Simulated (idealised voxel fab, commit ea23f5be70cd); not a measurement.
Process module heading - voxel capacitor over wiring
Each square cell in cross-section cut measures 5 nm, and the section as a whole is 210 nm wide.
Square cells in a grid make up a cross-section in this document, and the grid is given as bands, listed from the top down, each one or more rows of cells.
Band: top height; bottom height; in nm. Then, left to right: material with width in nm, for each material. "everywhere": a single material spanning edge to edge. "empty": empty space.
It should be noted that heights are counted from 0, beneath which the wafer as supplied is of one material throughout, and that the lowest band possesses no lower boundary but continues downward, as written in "0 -> down".
Width "30..40": first value at the band's top row of cells, second value at its bottom row, equal change from row to row.
Any step labelled "nothing was modified" changed none of the cells in the cross-section.
"Sealed-off cavities" specifies each empty space that is not open to the top and that occupies no fewer than 8 cells, using the form width x height at distance, the distance measured from the left edge and all three quantities in nm.
That trailing text on a step's line, after the settings, is the simulator's own remark on the step.
overlay nm: step with mask; distance mask lay right of planned place; negative value = left of planned place.
What follows is a series of pairs. Each pair shows a cross-section before one process step and the cross-section after it, and the after view is drawn only down to the lowest band that changed. Beneath each pair is the step that lies between the two, with its settings. Pairs may come from different runs of this module on the same starting wafer, so a pair continues from the one above it only where its entry headed "Incoming structure" says so.
-- Incoming structure
> 65 -> 60  45 nm TiN / 20 nm empty / 75 nm TiN / 20 nm empty / 50 nm TiN
> 60 -> 35  40 nm SiO2 / 5 nm TiN / 20 nm empty / 5 nm TiN / 65 nm SiO2 / 5 nm TiN / 20 nm empty / 5 nm TiN / 45 nm SiO2
> 35 -> 30  40 nm SiN / 30 nm TiN / 65 nm SiN / 30 nm TiN / 45 nm SiN
> 30 -> 0  SiO2 everywhere
> 0 -> down  Si everywhere
> Sealed-off cavities: none
-- Resulting Structure
> 75 -> 65  Cu everywhere
> 65 -> 60  45 nm TiN / 20 nm Cu / 75 nm TiN / 20 nm Cu / 50 nm TiN
> 60 -> 35  40 nm SiO2 / 5 nm TiN / 20 nm Cu / 5 nm TiN / 65 nm SiO2 / 5 nm TiN / 20 nm Cu / 5 nm TiN / 45 nm SiO2
> Below 35, the layers are the same as they were.
> Sealed-off cavities: none
Between the cross-sections above, the step performed was FILL_DEP,material Cu,thk nm 10
Incoming structure: starting point is the after cross-section of the pair just above.
-- Resulting Structure
> 45 -> 35  40 nm SiO2 / 5 nm TiN / 20 nm Cu / 5 nm TiN / 65 nm SiO2 / 5 nm TiN / 20 nm Cu / 5 nm TiN / 45 nm SiO2
> Below 35, the layers are the same as they were.
> Sealed-off cavities: none
Between the cross-sections above, the step performed was CMP,height nm 45
Incoming structure: starting point is the after cross-section of the pair just above.
-- Resulting Structure
> 50 -> 45  35 nm empty / 40 nm Ru / 55 nm empty / 40 nm Ru / 40 nm empty
> Below 45, the layers are the same as they were.
> Sealed-off cavities: none
Between the cross-sections above, the step performed was EPI,material Ru,thk nm 5
Incoming structure: starting point is the after cross-section of the pair just above.
-- Resulting Structure
> 55 -> 50  SiCN everywhere
> 50 -> 45  35 nm SiCN / 40 nm Ru / 55 nm SiCN / 40 nm Ru / 40 nm SiCN
> Below 45, the layers are the same as they were.
> Sealed-off cavities: none
Between the cross-sections above, the step performed was FILL_DEP,material SiCN,thk nm 5
Incoming structure: starting point is the after cross-section of the pair just above.
-- Resulting Structure
> 70 -> 55  lowk everywhere
> Below 55, the layers are the same as they were.
> Sealed-off cavities: none
Between the cross-sections above, the step performed was DIRECTIONAL_DEP,material lowk,thk nm 15
Incoming structure: starting point is the after cross-section of the pair just above.
-- Resulting Structure
> 85 -> 70  55 nm resist / 15 nm empty / 140 nm resist
> Below 70, the layers are the same as they were.
> Sealed-off cavities: none
Between the cross-sections above, the step performed was PATTERN,tone open,mask id PLUG_1,material resist,width nm 15,thk nm 15,overlay nm 0
Incoming structure: starting point is the after cross-section of the pair just above.
-- Resulting Structure
> 85 -> 70  55 nm resist / 15 nm empty / 140 nm resist
> 70 -> 55  55 nm lowk / 15 nm empty / 140 nm lowk
> Below 55, the layers are the same as they were.
> Sealed-off cavities: none
Between the cross-sections above, the step performed was DIRECTIONAL_ETCH,etch materials lowk,depth nm 15
Incoming structure: starting point is the after cross-section of the pair just above.
-- Resulting Structure
> 85 -> 70  55 nm resist / 15 nm empty / 140 nm resist
> 70 -> 55  55 nm lowk / 15 nm empty / 140 nm lowk
> 55 -> 50  55 nm SiCN / 15 nm empty / 140 nm SiCN
> Below 50, the layers are the same as they were.
> Sealed-off cavities: none
Between the cross-sections above, the step performed was DIRECTIONAL_ETCH,etch materials SiCN,depth nm 5
Incoming structure: starting point is the after cross-section of the pair just above.
-- Resulting Structure
> 70 -> 55  55 nm lowk / 15 nm empty / 140 nm lowk
> Below 55, the layers are the same as they were.
> Sealed-off cavities: none
Between the cross-sections above, the step performed was STRIP,etch materials resist
Incoming structure: starting point is the after cross-section of the pair just above.
-- Resulting Structure
> 75 -> 70  60 nm TiN / 5 nm empty / 145 nm TiN
> 70 -> 55  55 nm lowk / 5 nm TiN / 5 nm empty / 5 nm TiN / 140 nm lowk
> 55 -> 50  55 nm SiCN / 15 nm TiN / 140 nm SiCN
> Below 50, the layers are the same as they were.
> Sealed-off cavities: none
Between the cross-sections above, the step performed was CONFORMAL_DEP,material TiN,thk nm 5
Incoming structure: starting point is the after cross-section of the pair just above.
-- Resulting Structure
> 85 -> 75  Cu everywhere
> 75 -> 70  60 nm TiN / 5 nm Cu / 145 nm TiN
> 70 -> 55  55 nm lowk / 5 nm TiN / 5 nm Cu / 5 nm TiN / 140 nm lowk
> Below 55, the layers are the same as they were.
> Sealed-off cavities: none
Between the cross-sections above, the step performed was FILL_DEP,material Cu,thk nm 10
Incoming structure: starting point is the after cross-section of the pair just above.
-- Resulting Structure
> 70 -> 55  55 nm lowk / 5 nm TiN / 5 nm Cu / 5 nm TiN / 140 nm lowk
> Below 55, the layers are the same as they were.
> Sealed-off cavities: none
Between the cross-sections above, the step performed was CMP,height nm 70
Incoming structure: starting point is the after cross-section of the pair just above.
-- Resulting Structure
> 80 -> 70  TiN everywhere
> Below 70, the layers are the same as they were.
> Sealed-off cavities: none
Between the cross-sections above, the step performed was DIRECTIONAL_DEP,material TiN,thk nm 10
Incoming structure: starting point is the after cross-section of the pair just above.
-- Resulting Structure
> 85 -> 80  Al2O3 everywhere
> Below 80, the layers are the same as they were.
> Sealed-off cavities: none
Between the cross-sections above, the step performed was DIRECTIONAL_DEP,material Al2O3,thk nm 5
Incoming structure: starting point is the after cross-section of the pair just above.
-- Resulting Structure
> 95 -> 85  TiN everywhere
> Below 85, the layers are the same as they were.
> Sealed-off cavities: none
Between the cross-sections above, the step performed was DIRECTIONAL_DEP,material TiN,thk nm 10
Incoming structure: starting point is the after cross-section of the pair just above.
-- Resulting Structure
> 95 -> 85  55 nm empty / 70 nm TiN / 85 nm empty
> Below 85, the layers are the same as they were.
> Sealed-off cavities: none
Between the cross-sections above, the step performed was MASKED_ETCH,tone cover,mask id UPPER_PLATE,width nm 70,etch materials TiN,depth nm 10,overlay nm 0
Incoming structure: starting point is the after cross-section of the pair just above.
-- Resulting Structure
> 95 -> 85  55 nm empty / 70 nm TiN / 85 nm empty
> 85 -> 80  55 nm empty / 70 nm Al2O3 / 85 nm empty
> Below 80, the layers are the same as they were.
> Sealed-off cavities: none
Between the cross-sections above, the step performed was MASKED_ETCH,tone cover,mask id UPPER_PLATE,width nm 70,etch materials Al2O3,depth nm 5,overlay nm 0
Incoming structure: starting point is the after cross-section of the pair just above.
-- Resulting Structure
> 110 -> 95  55 nm empty / 70 nm aC / 85 nm empty
> 95 -> 85  55 nm aC / 70 nm TiN / 85 nm aC
> 85 -> 80  55 nm aC / 70 nm Al2O3 / 85 nm aC
> Below 80, the layers are the same as they were.
> Sealed-off cavities: none
Between the cross-sections above, the step performed was DIRECTIONAL_DEP,material aC,thk nm 15
Incoming structure: starting point is the after cross-section of the pair just above.
-- Resulting Structure
> 140 -> 110  50 nm empty / 80 nm resist / 80 nm empty
> 110 -> 95  50 nm empty / 5 nm resist / 70 nm aC / 5 nm resist / 80 nm empty
> Below 95, the layers are the same as they were.
> Sealed-off cavities: none
Between the cross-sections above, the step performed was PATTERN,tone cover,mask id LOWER_PLATE,material resist,width nm 80,thk nm 30,overlay nm 0
Incoming structure: starting point is the after cross-section of the pair just above.
-- Resulting Structure
> 125 -> 110  50 nm empty / 80 nm resist / 80 nm empty
> 110 -> 95  50 nm empty / 5 nm resist / 70 nm aC / 5 nm resist / 80 nm empty
> 95 -> 85  50 nm empty / 5 nm aC / 70 nm TiN / 5 nm aC / 80 nm empty
> 85 -> 80  50 nm empty / 5 nm aC / 70 nm Al2O3 / 5 nm aC / 80 nm empty
> Below 80, the layers are the same as they were.
> Sealed-off cavities: none
Between the cross-sections above, the step performed was DIRECTIONAL_ETCH,etch materials aC,depth nm 15
Incoming structure: starting point is the after cross-section of the pair just above.
-- Resulting Structure
> 110 -> 95  55 nm empty / 70 nm aC / 85 nm empty
> Below 95, the layers are the same as they were.
> Sealed-off cavities: none
Between the cross-sections above, the step performed was STRIP,etch materials resist
Incoming structure: starting point is the after cross-section of the pair just above.
-- Resulting Structure
> 110 -> 95  55 nm empty / 70 nm aC / 85 nm empty
> 95 -> 85  50 nm empty / 5 nm aC / 70 nm TiN / 5 nm aC / 80 nm empty
> 85 -> 80  50 nm empty / 5 nm aC / 70 nm Al2O3 / 5 nm aC / 80 nm empty
> 80 -> 70  50 nm empty / 80 nm TiN / 80 nm empty
> Below 70, the layers are the same as they were.
> Sealed-off cavities: none
Between the cross-sections above, the step performed was DIRECTIONAL_ETCH,etch materials TiN,depth nm 10
Incoming structure: starting point is the after cross-section of the pair just above.
-- Resulting Structure
> 95 -> 85  55 nm empty / 70 nm TiN / 85 nm empty
> 85 -> 80  55 nm empty / 70 nm Al2O3 / 85 nm empty
> Below 80, the layers are the same as they were.
> Sealed-off cavities: none
Between the cross-sections above, the step performed was STRIP,etch materials aC
Incoming structure: starting point is the after cross-section of the pair just above.
-- Resulting Structure
> 115 -> 95  SiO2 everywhere
> 95 -> 85  55 nm SiO2 / 70 nm TiN / 85 nm SiO2
> 85 -> 80  55 nm SiO2 / 70 nm Al2O3 / 85 nm SiO2
> 80 -> 70  50 nm SiO2 / 80 nm TiN / 80 nm SiO2
> Below 70, the layers are the same as they were.
> Sealed-off cavities: none
Between the cross-sections above, the step performed was FILL_DEP,material SiO2,thk nm 20
Incoming structure: starting point is the after cross-section of the pair just above.
-- Resulting Structure
> 110 -> 95  SiO2 everywhere
> Below 95, the layers are the same as they were.
> Sealed-off cavities: none
Between the cross-sections above, the step performed was CMP,height nm 110
Incoming structure: starting point is the after cross-section of the pair just above.
-- Resulting Structure
> 110 -> 95  65 nm SiO2 / 15 nm empty / 130 nm SiO2
> Below 95, the layers are the same as they were.
> Sealed-off cavities: none
Between the cross-sections above, the step performed was MASKED_ETCH,tone open,mask id PLUG_2,width nm 15,etch materials SiO2,depth nm 15,overlay nm 0
Incoming structure: starting point is the after cross-section of the pair just above.
-- Resulting Structure
> 115 -> 110  70 nm TiN / 5 nm empty / 135 nm TiN
> 110 -> 100  65 nm SiO2 / 5 nm TiN / 5 nm empty / 5 nm TiN / 130 nm SiO2
> 100 -> 95  65 nm SiO2 / 15 nm TiN / 130 nm SiO2
> Below 95, the layers are the same as they were.
> Sealed-off cavities: none
Between the cross-sections above, the step performed was CONFORMAL_DEP,material TiN,thk nm 5
Incoming structure: starting point is the after cross-section of the pair just above.
-- Resulting Structure
> 125 -> 115  Cu everywhere
> 115 -> 110  70 nm TiN / 5 nm Cu / 135 nm TiN
> 110 -> 100  65 nm SiO2 / 5 nm TiN / 5 nm Cu / 5 nm TiN / 130 nm SiO2
> Below 100, the layers are the same as they were.
> Sealed-off cavities: none
Between the cross-sections above, the step performed was FILL_DEP,material Cu,thk nm 10
Incoming structure: starting point is the after cross-section of the pair just above.
-- Resulting Structure
> 110 -> 100  65 nm SiO2 / 5 nm TiN / 5 nm Cu / 5 nm TiN / 130 nm SiO2
> Below 100, the layers are the same as they were.
> Sealed-off cavities: none
Between the cross-sections above, the step performed was CMP,height nm 110
Incoming structure: starting point is the after cross-section of the pair just above.
-- Resulting Structure
> 115 -> 110  SiCN everywhere
> Below 110, the layers are the same as they were.
> Sealed-off cavities: none
Between the cross-sections above, the step performed was CONFORMAL_DEP,material SiCN,thk nm 5
-- Incoming structure
> 40 -> 0  SiO2 everywhere
> 0 -> down  Si everywhere
> Sealed-off cavities: none
-- Resulting Structure
> 45 -> 40  SiN everywhere
> Below 40, the layers are the same as they were.
> Sealed-off cavities: none
Between the cross-sections above, the step performed was CONFORMAL_DEP,material SiN,thk nm 5
Incoming structure: starting point is the after cross-section of the pair just above.
-- Resulting Structure
> 65 -> 45  40 nm resist / 30 nm empty / 65 nm resist / 30 nm empty / 45 nm resist
> Below 45, the layers are the same as they were.
> Sealed-off cavities: none
Between the cross-sections above, the step performed was PATTERN,tone open,mask id METAL_1,material resist,width nm 30,pitch nm 95,thk nm 20,overlay nm 0
Incoming structure: starting point is the after cross-section of the pair just above.
-- Resulting Structure
> 65 -> 45  40 nm resist / 30 nm empty / 65 nm resist / 30 nm empty / 45 nm resist
> 45 -> 40  40 nm SiN / 30 nm empty / 65 nm SiN / 30 nm empty / 45 nm SiN
> Below 40, the layers are the same as they were.
> Sealed-off cavities: none
Between the cross-sections above, the step performed was DIRECTIONAL_ETCH,etch materials SiN,depth nm 5
Incoming structure: starting point is the after cross-section of the pair just above.
-- Resulting Structure
> 45 -> 40  40 nm SiN / 30 nm empty / 65 nm SiN / 30 nm empty / 45 nm SiN
> Below 40, the layers are the same as they were.
> Sealed-off cavities: none
Between the cross-sections above, the step performed was STRIP,etch materials resist
Incoming structure: starting point is the after cross-section of the pair just above.
-- Resulting Structure
> 50 -> 45  45 nm TiN / 20 nm empty / 75 nm TiN / 20 nm empty / 50 nm TiN
> 45 -> 40  40 nm SiN / 30 nm TiN / 65 nm SiN / 30 nm TiN / 45 nm SiN
> Below 40, the layers are the same as they were.
> Sealed-off cavities: none
Between the cross-sections above, the step performed was CONFORMAL_DEP,material TiN,thk nm 5
Incoming structure: starting point is the after cross-section of the pair just above.
-- Resulting Structure
> 60 -> 50  Cu everywhere
> 50 -> 45  45 nm TiN / 20 nm Cu / 75 nm TiN / 20 nm Cu / 50 nm TiN
> Below 45, the layers are the same as they were.
> Sealed-off cavities: none
Between the cross-sections above, the step performed was FILL_DEP,material Cu,thk nm 10
Incoming structure: starting point is the after cross-section of the pair just above.
-- Resulting Structure
> 45 -> 40  40 nm SiN / 30 nm TiN / 65 nm SiN / 30 nm TiN / 45 nm SiN
> Below 40, the layers are the same as they were.
> Sealed-off cavities: none
Between the cross-sections above, the step performed was CMP,height nm 45
Incoming structure: starting point is the after cross-section of the pair just above.
-- Resulting Structure
> 50 -> 45  35 nm empty / 40 nm Ru / 55 nm empty / 40 nm Ru / 40 nm empty
> Below 45, the layers are the same as they were.
> Sealed-off cavities: none
Between the cross-sections above, the step performed was EPI,material Ru,thk nm 5
Incoming structure: starting point is the after cross-section of the pair just above.
-- Resulting Structure
> 55 -> 50  SiCN everywhere
> 50 -> 45  35 nm SiCN / 40 nm Ru / 55 nm SiCN / 40 nm Ru / 40 nm SiCN
> Below 45, the layers are the same as they were.
> Sealed-off cavities: none
Between the cross-sections above, the step performed was FILL_DEP,material SiCN,thk nm 5
Incoming structure: starting point is the after cross-section of the pair just above.
-- Resulting Structure
> 70 -> 55  lowk everywhere
> Below 55, the layers are the same as they were.
> Sealed-off cavities: none
Between the cross-sections above, the step performed was DIRECTIONAL_DEP,material lowk,thk nm 15
Incoming structure: starting point is the after cross-section of the pair just above.
-- Resulting Structure
> 85 -> 70  55 nm resist / 15 nm empty / 140 nm resist
> Below 70, the layers are the same as they were.
> Sealed-off cavities: none
Between the cross-sections above, the step performed was PATTERN,tone open,mask id PLUG_1,material resist,width nm 15,thk nm 15,overlay nm 0
Incoming structure: starting point is the after cross-section of the pair just above.
-- Resulting Structure
> 85 -> 70  55 nm resist / 15 nm empty / 140 nm resist
> 70 -> 55  55 nm lowk / 15 nm empty / 140 nm lowk
> Below 55, the layers are the same as they were.
> Sealed-off cavities: none
Between the cross-sections above, the step performed was DIRECTIONAL_ETCH,etch materials lowk,depth nm 15
Incoming structure: starting point is the after cross-section of the pair just above.
-- Resulting Structure
> 85 -> 70  55 nm resist / 15 nm empty / 140 nm resist
> 70 -> 55  55 nm lowk / 15 nm empty / 140 nm lowk
> 55 -> 50  55 nm SiCN / 15 nm empty / 140 nm SiCN
> Below 50, the layers are the same as they were.
> Sealed-off cavities: none
Between the cross-sections above, the step performed was DIRECTIONAL_ETCH,etch materials SiCN,depth nm 5
Incoming structure: starting point is the after cross-section of the pair just above.
-- Resulting Structure
> 70 -> 55  55 nm lowk / 15 nm empty / 140 nm lowk
> Below 55, the layers are the same as they were.
> Sealed-off cavities: none
Between the cross-sections above, the step performed was STRIP,etch materials resist
Incoming structure: starting point is the after cross-section of the pair just above.
-- Resulting Structure
> 75 -> 70  60 nm TiN / 5 nm empty / 145 nm TiN
> 70 -> 55  55 nm lowk / 5 nm TiN / 5 nm empty / 5 nm TiN / 140 nm lowk
> 55 -> 50  55 nm SiCN / 15 nm TiN / 140 nm SiCN
> Below 50, the layers are the same as they were.
> Sealed-off cavities: none
Between the cross-sections above, the step performed was CONFORMAL_DEP,material TiN,thk nm 5
Incoming structure: starting point is the after cross-section of the pair just above.
-- Resulting Structure
> 85 -> 75  Cu everywhere
> 75 -> 70  60 nm TiN / 5 nm Cu / 145 nm TiN
> 70 -> 55  55 nm lowk / 5 nm TiN / 5 nm Cu / 5 nm TiN / 140 nm lowk
> Below 55, the layers are the same as they were.
> Sealed-off cavities: none
Between the cross-sections above, the step performed was FILL_DEP,material Cu,thk nm 10
Incoming structure: starting point is the after cross-section of the pair just above.
-- Resulting Structure
> 70 -> 55  55 nm lowk / 5 nm TiN / 5 nm Cu / 5 nm TiN / 140 nm lowk
> Below 55, the layers are the same as they were.
> Sealed-off cavities: none
Between the cross-sections above, the step performed was CMP,height nm 70
Incoming structure: starting point is the after cross-section of the pair just above.
-- Resulting Structure
> 80 -> 70  TiN everywhere
> Below 70, the layers are the same as they were.
> Sealed-off cavities: none
Between the cross-sections above, the step performed was DIRECTIONAL_DEP,material TiN,thk nm 10
Incoming structure: starting point is the after cross-section of the pair just above.
-- Resulting Structure
> 85 -> 80  Al2O3 everywhere
> Below 80, the layers are the same as they were.
> Sealed-off cavities: none
Between the cross-sections above, the step performed was DIRECTIONAL_DEP,material Al2O3,thk nm 5
Incoming structure: starting point is the after cross-section of the pair just above.
-- Resulting Structure
> 95 -> 85  TiN everywhere
> Below 85, the layers are the same as they were.
> Sealed-off cavities: none
Between the cross-sections above, the step performed was DIRECTIONAL_DEP,material TiN,thk nm 10
Incoming structure: starting point is the after cross-section of the pair just above.
-- Resulting Structure
> 95 -> 85  55 nm empty / 70 nm TiN / 85 nm empty
> Below 85, the layers are the same as they were.
> Sealed-off cavities: none
Between the cross-sections above, the step performed was MASKED_ETCH,tone cover,mask id UPPER_PLATE,width nm 70,etch materials TiN,depth nm 10,overlay nm 0
Incoming structure: starting point is the after cross-section of the pair just above.
-- Resulting Structure
> 95 -> 85  55 nm empty / 70 nm TiN / 85 nm empty
> 85 -> 80  55 nm empty / 70 nm Al2O3 / 85 nm empty
> Below 80, the layers are the same as they were.
> Sealed-off cavities: none
Between the cross-sections above, the step performed was MASKED_ETCH,tone cover,mask id UPPER_PLATE,width nm 70,etch materials Al2O3,depth nm 5,overlay nm 0
Incoming structure: starting point is the after cross-section of the pair just above.
-- Resulting Structure
> 110 -> 95  55 nm empty / 70 nm aC / 85 nm empty
> 95 -> 85  55 nm aC / 70 nm TiN / 85 nm aC
> 85 -> 80  55 nm aC / 70 nm Al2O3 / 85 nm aC
> Below 80, the layers are the same as they were.
> Sealed-off cavities: none
Between the cross-sections above, the step performed was DIRECTIONAL_DEP,material aC,thk nm 15
Incoming structure: starting point is the after cross-section of the pair just above.
-- Resulting Structure
> 140 -> 110  50 nm empty / 80 nm resist / 80 nm empty
> 110 -> 95  50 nm empty / 5 nm resist / 70 nm aC / 5 nm resist / 80 nm empty
> Below 95, the layers are the same as they were.
> Sealed-off cavities: none
Between the cross-sections above, the step performed was PATTERN,tone cover,mask id LOWER_PLATE,material resist,width nm 80,thk nm 30,overlay nm 0
Incoming structure: starting point is the after cross-section of the pair just above.
-- Resulting Structure
> 125 -> 110  50 nm empty / 80 nm resist / 80 nm empty
> 110 -> 95  50 nm empty / 5 nm resist / 70 nm aC / 5 nm resist / 80 nm empty
> 95 -> 85  50 nm empty / 5 nm aC / 70 nm TiN / 5 nm aC / 80 nm empty
> 85 -> 80  50 nm empty / 5 nm aC / 70 nm Al2O3 / 5 nm aC / 80 nm empty
> Below 80, the layers are the same as they were.
> Sealed-off cavities: none
Between the cross-sections above, the step performed was DIRECTIONAL_ETCH,etch materials aC,depth nm 15
Incoming structure: starting point is the after cross-section of the pair just above.
-- Resulting Structure
> 110 -> 95  55 nm empty / 70 nm aC / 85 nm empty
> Below 95, the layers are the same as they were.
> Sealed-off cavities: none
Between the cross-sections above, the step performed was STRIP,etch materials resist
Incoming structure: starting point is the after cross-section of the pair just above.
-- Resulting Structure
> 110 -> 95  55 nm empty / 70 nm aC / 85 nm empty
> 95 -> 85  50 nm empty / 5 nm aC / 70 nm TiN / 5 nm aC / 80 nm empty
> 85 -> 80  50 nm empty / 5 nm aC / 70 nm Al2O3 / 5 nm aC / 80 nm empty
> 80 -> 70  50 nm empty / 80 nm TiN / 80 nm empty
> Below 70, the layers are the same as they were.
> Sealed-off cavities: none
Between the cross-sections above, the step performed was DIRECTIONAL_ETCH,etch materials TiN,depth nm 10
Incoming structure: starting point is the after cross-section of the pair just above.
-- Resulting Structure
> 95 -> 85  55 nm empty / 70 nm TiN / 85 nm empty
> 85 -> 80  55 nm empty / 70 nm Al2O3 / 85 nm empty
> Below 80, the layers are the same as they were.
> Sealed-off cavities: none
Between the cross-sections above, the step performed was STRIP,etch materials aC
Incoming structure: starting point is the after cross-section of the pair just above.
-- Resulting Structure
> 115 -> 95  SiO2 everywhere
> 95 -> 85  55 nm SiO2 / 70 nm TiN / 85 nm SiO2
> 85 -> 80  55 nm SiO2 / 70 nm Al2O3 / 85 nm SiO2
> 80 -> 70  50 nm SiO2 / 80 nm TiN / 80 nm SiO2
> Below 70, the layers are the same as they were.
> Sealed-off cavities: none
Between the cross-sections above, the step performed was FILL_DEP,material SiO2,thk nm 20
Incoming structure: starting point is the after cross-section of the pair just above.
-- Resulting Structure
> 110 -> 95  SiO2 everywhere
> Below 95, the layers are the same as they were.
> Sealed-off cavities: none
Between the cross-sections above, the step performed was CMP,height nm 110
Incoming structure: starting point is the after cross-section of the pair just above.
-- Resulting Structure
> 110 -> 95  65 nm SiO2 / 15 nm empty / 130 nm SiO2
> Below 95, the layers are the same as they were.
> Sealed-off cavities: none
Between the cross-sections above, the step performed was MASKED_ETCH,tone open,mask id PLUG_2,width nm 15,etch materials SiO2,depth nm 15,overlay nm 0
Incoming structure: starting point is the after cross-section of the pair just above.
-- Resulting Structure
> 115 -> 110  70 nm TiN / 5 nm empty / 135 nm TiN
> 110 -> 100  65 nm SiO2 / 5 nm TiN / 5 nm empty / 5 nm TiN / 130 nm SiO2
> 100 -> 95  65 nm SiO2 / 15 nm TiN / 130 nm SiO2
> Below 95, the layers are the same as they were.
> Sealed-off cavities: none
Between the cross-sections above, the step performed was CONFORMAL_DEP,material TiN,thk nm 5
Incoming structure: starting point is the after cross-section of the pair just above.
-- Resulting Structure
> 125 -> 115  Cu everywhere
> 115 -> 110  70 nm TiN / 5 nm Cu / 135 nm TiN
> 110 -> 100  65 nm SiO2 / 5 nm TiN / 5 nm Cu / 5 nm TiN / 130 nm SiO2
> Below 100, the layers are the same as they were.
> Sealed-off cavities: none
Between the cross-sections above, the step performed was FILL_DEP,material Cu,thk nm 10
Incoming structure: starting point is the after cross-section of the pair just above.
-- Resulting Structure
> 110 -> 100  65 nm SiO2 / 5 nm TiN / 5 nm Cu / 5 nm TiN / 130 nm SiO2
> Below 100, the layers are the same as they were.
> Sealed-off cavities: none
Between the cross-sections above, the step performed was CMP,height nm 110
Incoming structure: starting point is the after cross-section of the pair just above.
-- Resulting Structure
> 115 -> 110  SiCN everywhere
> Below 110, the layers are the same as they were.
> Sealed-off cavities: none
Between the cross-sections above, the step performed was CONFORMAL_DEP,material SiCN,thk nm 5
-- Incoming structure
> 125 -> 115  Cu everywhere
> 115 -> 110  70 nm TiN / 5 nm Cu / 135 nm TiN
> 110 -> 100  65 nm SiO2 / 5 nm TiN / 5 nm Cu / 5 nm TiN / 130 nm SiO2
> 100 -> 95  65 nm SiO2 / 15 nm TiN / 130 nm SiO2
> 95 -> 85  55 nm SiO2 / 70 nm TiN / 85 nm SiO2
> 85 -> 80  55 nm SiO2 / 70 nm Al2O3 / 85 nm SiO2
> 80 -> 70  50 nm SiO2 / 80 nm TiN / 80 nm SiO2
> 70 -> 55  55 nm lowk / 5 nm TiN / 5 nm Cu / 5 nm TiN / 140 nm lowk
> 55 -> 50  55 nm SiCN / 15 nm TiN / 140 nm SiCN
> 50 -> 45  35 nm SiCN / 40 nm Ru / 55 nm SiCN / 40 nm Ru / 40 nm SiCN
> 45 -> 20  40 nm SiO2 / 5 nm TiN / 20 nm Cu / 5 nm TiN / 65 nm SiO2 / 5 nm TiN / 20 nm Cu / 5 nm TiN / 45 nm SiO2
> 20 -> 15  40 nm SiN / 30 nm TiN / 65 nm SiN / 30 nm TiN / 45 nm SiN
> 15 -> 0  SiO2 everywhere
> 0 -> down  Si everywhere
> Sealed-off cavities: none
-- Resulting Structure
> 115 -> 110  70 nm TiN / 5 nm Cu / 135 nm TiN
> Below 110, the layers are the same as they were.
> Sealed-off cavities: none
Between the cross-sections above, the step performed was CMP,height nm 115
Incoming structure: starting point is the after cross-section of the pair just above.
-- Resulting Structure
> 120 -> 115  SiCN everywhere
> Below 115, the layers are the same as they were.
> Sealed-off cavities: none
Between the cross-sections above, the step performed was CONFORMAL_DEP,material SiCN,thk nm 5
-- Incoming structure
> 95 -> 85  TiN everywhere
> 85 -> 80  Al2O3 everywhere
> 80 -> 70  TiN everywhere
> 70 -> 55  55 nm lowk / 5 nm TiN / 5 nm Cu / 5 nm TiN / 140 nm lowk
> 55 -> 50  55 nm SiCN / 15 nm TiN / 140 nm SiCN
> 50 -> 45  35 nm SiCN / 40 nm Ru / 55 nm SiCN / 40 nm Ru / 40 nm SiCN
> 45 -> 20  40 nm SiO2 / 5 nm TiN / 20 nm Cu / 5 nm TiN / 65 nm SiO2 / 5 nm TiN / 20 nm Cu / 5 nm TiN / 45 nm SiO2
> 20 -> 15  40 nm SiN / 30 nm TiN / 65 nm SiN / 30 nm TiN / 45 nm SiN
> 15 -> 0  SiO2 everywhere
> 0 -> down  Si everywhere
> Sealed-off cavities: none
-- Resulting Structure
> 95 -> 85  60 nm empty / 65 nm TiN / 85 nm empty
> Below 85, the layers are the same as they were.
> Sealed-off cavities: none
Between the cross-sections above, the step performed was MASKED_ETCH,tone cover,mask id UPPER_PLATE,width nm 65,etch materials TiN,depth nm 10,overlay nm 0
Incoming structure: starting point is the after cross-section of the pair just above.
-- Resulting Structure
> 95 -> 85  60 nm empty / 65 nm TiN / 85 nm empty
> 85 -> 80  55 nm empty / 70 nm Al2O3 / 85 nm empty
> Below 80, the layers are the same as they were.
> Sealed-off cavities: none
Between the cross-sections above, the step performed was MASKED_ETCH,tone cover,mask id UPPER_PLATE,width nm 70,etch materials Al2O3,depth nm 5,overlay nm 0
Incoming structure: starting point is the after cross-section of the pair just above.
-- Resulting Structure
> 110 -> 100  60 nm empty / 65 nm aC / 85 nm empty
> 100 -> 95  55 nm empty / 70 nm aC / 85 nm empty
> 95 -> 85  60 nm aC / 65 nm TiN / 85 nm aC
> 85 -> 80  55 nm aC / 70 nm Al2O3 / 85 nm aC
> Below 80, the layers are the same as they were.
> Sealed-off cavities: none
Between the cross-sections above, the step performed was DIRECTIONAL_DEP,material aC,thk nm 15
Incoming structure: starting point is the after cross-section of the pair just above.
-- Resulting Structure
> 140 -> 110  50 nm empty / 80 nm resist / 80 nm empty
> 110 -> 100  50 nm empty / 10 nm resist / 65 nm aC / 5 nm resist / 80 nm empty
> 100 -> 95  50 nm empty / 5 nm resist / 70 nm aC / 5 nm resist / 80 nm empty
> Below 95, the layers are the same as they were.
> Sealed-off cavities: none
Between the cross-sections above, the step performed was PATTERN,tone cover,mask id LOWER_PLATE,material resist,width nm 80,thk nm 30,overlay nm 0
Incoming structure: starting point is the after cross-section of the pair just above.
-- Resulting Structure
> 125 -> 110  50 nm empty / 80 nm resist / 80 nm empty
> 110 -> 100  50 nm empty / 10 nm resist / 65 nm aC / 5 nm resist / 80 nm empty
> 100 -> 95  50 nm empty / 5 nm resist / 70 nm aC / 5 nm resist / 80 nm empty
> 95 -> 85  50 nm empty / 10 nm aC / 65 nm TiN / 5 nm aC / 80 nm empty
> 85 -> 80  50 nm empty / 5 nm aC / 70 nm Al2O3 / 5 nm aC / 80 nm empty
> Below 80, the layers are the same as they were.
> Sealed-off cavities: none
Between the cross-sections above, the step performed was DIRECTIONAL_ETCH,etch materials aC,depth nm 15
Incoming structure: starting point is the after cross-section of the pair just above.
-- Resulting Structure
> 110 -> 100  60 nm empty / 65 nm aC / 85 nm empty
> 100 -> 95  55 nm empty / 70 nm aC / 85 nm empty
> Below 95, the layers are the same as they were.
> Sealed-off cavities: none
Between the cross-sections above, the step performed was STRIP,etch materials resist
Incoming structure: starting point is the after cross-section of the pair just above.
-- Resulting Structure
> 110 -> 100  60 nm empty / 65 nm aC / 85 nm empty
> 100 -> 95  55 nm empty / 70 nm aC / 85 nm empty
> 95 -> 85  50 nm empty / 10 nm aC / 65 nm TiN / 5 nm aC / 80 nm empty
> 85 -> 80  50 nm empty / 5 nm aC / 70 nm Al2O3 / 5 nm aC / 80 nm empty
> 80 -> 70  50 nm empty / 80 nm TiN / 80 nm empty
> Below 70, the layers are the same as they were.
> Sealed-off cavities: none
Between the cross-sections above, the step performed was DIRECTIONAL_ETCH,etch materials TiN,depth nm 10
